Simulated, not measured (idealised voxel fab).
The following is a process module called voxel wiring stack.
It is cross-section cut that appears here, measuring 180 nm in width, its square cells being 5 nm in size.
Each cross-section below is a grid of square cells, stated as bands in top-down order, with one or more rows of cells making up each band. Read a band's entry like this: the first values are the height of its top and the height of its bottom in nm, and what follows is the sequence of materials from left to right, each with its width in nm. Note that "air" is empty space, and that a single material marked "all across" reaches across the band from edge to edge. Where do heights start? At 0: under that level the wafer as delivered is made of one material only. And the lowest band has no floor; it just carries on downward, as in "0 -> down". Quick explanation for "30->40": the width changes in equal steps down the rows of cells, from the first number in the band's top row to the second number in its bottom row. No cell of the cross-section changed in a step that is given as "nothing got changed". Look at "Non-vented voids" for the closed voids: empty spaces with no open path to the top, sized 8 cells or up. Each is width x height at distance, distance from the left edge, all nm. Where a step's line continues beyond its settings, the continuation is a remark by the simulator itself on that step. What "overlay nm" on a step's line means: if the step has a mask, that mask lay this far to the right of its planned place, or, when the value is negative, to the left.

-- So here's the lineup of process steps we planned
1) RECEIVE | material Si
2) CONFORMAL_DEP | material SiO2 | thk nm 10
3) DIRECTIONAL_DEP | material TiN | thk nm 5
4) DIRECTIONAL_DEP | material Ru | thk nm 20
5) PATTERN | tone cover | mask id METAL_1 | material resist | width nm 30 | pitch nm 45 | thk nm 15 | overlay nm 0
6) DIRECTIONAL_ETCH | etch materials Ru | depth nm 20
7) DIRECTIONAL_ETCH | etch materials TiN | depth nm 5
8) STRIP | etch materials resist
9) FILL_DEP | material lowk | thk nm 5
10) CMP | height nm 35
11) CONFORMAL_DEP | material SiCN | thk nm 5
12) DIRECTIONAL_DEP | material lowk | thk nm 15
13) MASKED_ETCH | tone open | mask id PLUG_1 | width nm 15 | pitch nm 45 | etch materials lowk | depth nm 15 | overlay nm 0
14) MASKED_ETCH | tone open | mask id PLUG_1 | width nm 15 | pitch nm 45 | etch materials SiCN | depth nm 5 | overlay nm 0
15) CONFORMAL_DEP | material TiN | thk nm 5
16) FILL_DEP | material Cu | thk nm 5
17) CMP | height nm 55
18) DIRECTIONAL_DEP | material TiN | thk nm 5
19) DIRECTIONAL_DEP | material W | thk nm 25
20) DIRECTIONAL_DEP | material aC | thk nm 15
21) PATTERN | tone cover | mask id METAL_2 | material resist | width nm 30 | pitch nm 45 | thk nm 35 | overlay nm 0
22) DIRECTIONAL_ETCH | etch materials aC | depth nm 15
23) STRIP | etch materials resist
24) DIRECTIONAL_ETCH | etch materials W | depth nm 25
25) DIRECTIONAL_ETCH | etch materials TiN | depth nm 5
26) STRIP | etch materials aC
27) CONFORMAL_DEP | material SiN | thk nm 5
28) FILL_DEP | material lowk | thk nm 10
29) CMP | height nm 85
30) CONFORMAL_DEP | material SiCN | thk nm 5
31) DIRECTIONAL_DEP | material lowk | thk nm 10
32) MASKED_ETCH | tone open | mask id PLUG_2 | width nm 15 | etch materials lowk | depth nm 10 | overlay nm 0
33) MASKED_ETCH | tone open | mask id PLUG_2 | width nm 15 | etch materials SiCN | depth nm 5 | overlay nm 0
34) EPI | material Ru | thk nm 10
35) EPI | material Ru | thk nm 5
36) DIRECTIONAL_DEP | material TiN | thk nm 5
37) DIRECTIONAL_DEP | material W | thk nm 25
38) MASKED_ETCH | tone cover | mask id METAL_3 | width nm 30 | pitch nm 45 | etch materials W | depth nm 25 | overlay nm 0
39) MASKED_ETCH | tone cover | mask id METAL_3 | width nm 30 | pitch nm 45 | etch materials TiN | depth nm 5 | overlay nm 0
40) FILL_DEP | material lowk | thk nm 5
41) CMP | height nm 130
42) CONFORMAL_DEP | material SiN | thk nm 5

-- As-received state of the wafer in cross-section, equivalent to post-step 1
> 0 -> down: Si all across
> Non-vented voids: none

-- Cross-section, end of module. Start: as above. Plan: as above. Execution: one mistake
> 135 -> 130: SiN all across
> 130 -> 105: lowk 50 nm, then W 30 nm, then lowk 15 nm, then W 30 nm, then lowk 55 nm
> 105 -> 100: lowk 50 nm, then TiN 30 nm, then lowk 15 nm, then TiN 30 nm, then lowk 55 nm
> 100 -> 90: lowk 50 nm, then Ru 15 nm, then lowk 115 nm
> 90 -> 85: SiCN 50 nm, then Ru 15 nm, then SiCN 115 nm
> 85 -> 80: SiN 50 nm, then TiN 30 nm, then SiN 15 nm, then TiN 30 nm, then SiN 55 nm
> 80 -> 55: W all across
> 55 -> 40: lowk 50 nm, then TiN 5 nm, then Cu 5 nm, then TiN 5 nm, then lowk 30 nm, then TiN 5 nm, then Cu 5 nm, then TiN 5 nm, then lowk 70 nm
> 40 -> 35: SiCN 50 nm, then TiN 15 nm, then SiCN 30 nm, then TiN 15 nm, then SiCN 70 nm
> 35 -> 15: lowk 50 nm, then Ru 30 nm, then lowk 15 nm, then Ru 30 nm, then lowk 55 nm
> 15 -> 10: lowk 50 nm, then TiN 30 nm, then lowk 15 nm, then TiN 30 nm, then lowk 55 nm
> 10 -> 0: SiO2 all across
> 0 -> down: Si all across
> Non-vented voids: none
Deviation noted in wafer processing: steps 18 and 19 got flipped, so each one ran where the other should have
